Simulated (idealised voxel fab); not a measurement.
This section sets out a process module, namely voxel ribs on slabs.
The cross-section shown here is cut; it is 280 nm wide and divided into square cells measuring 5 nm on a side.
Each cross-section below is a grid of square cells, stated as bands in top-down order, with one or more rows of cells making up each band. A band entry consists of two parts. The first gives the height of the band's top and the height of its bottom, in nm. The rest lists the band's materials from left to right, each with its width in nm. A single material labelled with the word "throughout" fills the band from edge to edge, and the word "empty" marks empty space. Counting heights begins at 0, where everything beneath is, in the wafer as received, one material. The lowest band has no bottom; it goes on downwards, as "from 0 down" shows. The width entry "30->40" should be interpreted row by row: the top row of cells in the band takes the first number, the bottom row takes the second number, and the change between adjacent rows is uniform throughout. "changes: none" after a step means that no cell of the cross-section changed. "Enclosed void entries" contains a list of empty spaces, each no smaller than 8 cells and without an open way to the top, written in the form width x height at distance with the distance from the left edge and all three in nm. On a step's line, text after the settings is the simulator commenting on that step. overlay nm: how far to the right of its planned place the mask lay on this masked step (negative: to the left).

The process steps that were planned are listed below
1 RECEIVE with material Si
2 DIRECTIONAL_DEP with material SiO2, thk nm 25
3 DIRECTIONAL_DEP with material polySi, thk nm 15
4 DIRECTIONAL_DEP with material aC, thk nm 10
5 PATTERN with tone cover, mask id RIB, material resist, width nm 15, thk nm 30, overlay nm 0
6 DIRECTIONAL_ETCH with etch materials aC, depth nm 10
7 STRIP with etch materials resist
8 DIRECTIONAL_ETCH with etch materials polySi, depth nm 10
9 STRIP with etch materials aC
10 MASKED_ETCH with tone cover, mask id SLAB, width nm 45, etch materials polySi, depth nm 5, overlay nm 0
11 FILL_DEP with material SiO2, thk nm 15
12 CMP with height nm 50
13 DIRECTIONAL_DEP with material TiN, thk nm 5
14 MASKED_ETCH with tone cover, mask id HEATER, width nm 25, etch materials TiN, depth nm 5, overlay nm 0
15 CONFORMAL_DEP with material SiO2, thk nm 10

Run as planned: first of two wafers

This is the cross-section of the wafer as we received it, i.e. after step 1
from 0 down  Si throughout
Enclosed void entries: none

Wafer after step 2 (cross-section)
from 25 to 0  SiO2 throughout
Below 0 it's all the same as before, nothing changed down there.

Wafer after step 3 (cross-section)
from 40 to 25  polySi throughout
Below 25 it's all the same as before, nothing changed down there.

Wafer after step 4 (cross-section)
from 50 to 40  aC throughout
Below 40 it's all the same as before, nothing changed down there.

Wafer after step 5 (cross-section)
from 80 to 50  empty 130, then resist 15, then empty 135
Below 50 it's all the same as before, nothing changed down there.

Wafer after step 6 (cross-section)
from 70 to 50  empty 130, then resist 15, then empty 135
from 50 to 40  empty 130, then aC 15, then empty 135
Below 40 it's all the same as before, nothing changed down there.

Wafer after step 7 (cross-section)
from 50 to 40  empty 130, then aC 15, then empty 135
Below 40 it's all the same as before, nothing changed down there.

Wafer after step 8 (cross-section)
from 50 to 40  empty 130, then aC 15, then empty 135
from 40 to 30  empty 130, then polySi 15, then empty 135
Below 30 it's all the same as before, nothing changed down there.

Wafer after step 9 (cross-section)
from 40 to 30  empty 130, then polySi 15, then empty 135
Below 30 it's all the same as before, nothing changed down there.

Wafer after step 10 (cross-section)
from 40 to 30  empty 130, then polySi 15, then empty 135
from 30 to 25  empty 115, then polySi 45, then empty 120
Below 25 it's all the same as before, nothing changed down there.

Wafer after step 11 (cross-section)
from 55 to 40  SiO2 throughout
from 40 to 30  SiO2 130, then polySi 15, then SiO2 135
from 30 to 25  SiO2 115, then polySi 45, then SiO2 120
Below 25 it's all the same as before, nothing changed down there.

Wafer after step 12 (cross-section)
from 50 to 40  SiO2 throughout
Below 40 it's all the same as before, nothing changed down there.

Wafer after step 13 (cross-section)
from 55 to 50  TiN throughout
Below 50 it's all the same as before, nothing changed down there.

Wafer after step 14 (cross-section)
from 55 to 50  empty 125, then TiN 25, then empty 130
Below 50 it's all the same as before, nothing changed down there.

Wafer after step 15 (cross-section)
from 65 to 60  empty 115, then SiO2 45, then empty 120
from 60 to 55  SiO2 throughout
from 55 to 50  SiO2 125, then TiN 25, then SiO2 130
Below 50 it's all the same as before, nothing changed down there.

The Second Wafer: Common Origin and Plan, One Mistake in Execution, Identical to the First Through Step 13

Cross-sectional representation of the second wafer at the time designated in the plan for the completion of step 14
from 55 to 50  TiN 125, then empty 25, then TiN 130
Below 50 it's all the same as before, nothing changed down there.

Cross-sectional representation of the second wafer at the time designated in the plan for the completion of step 15
from 65 to 60  SiO2 135, then empty 5, then SiO2 140
from 60 to 55  SiO2 throughout
from 55 to 50  TiN 125, then SiO2 25, then TiN 130
Below 50 it's all the same as before, nothing changed down there.
Against the plan, the run slipped here: step 14 went in with a setting other than planned; the actual run was MASKED_ETCH with tone open, mask id HEATER, width nm 25, etch materials TiN, depth nm 5, overlay nm 0
End check, counted in cells, second wafer has more or fewer of these materials than the first: +46 TiN
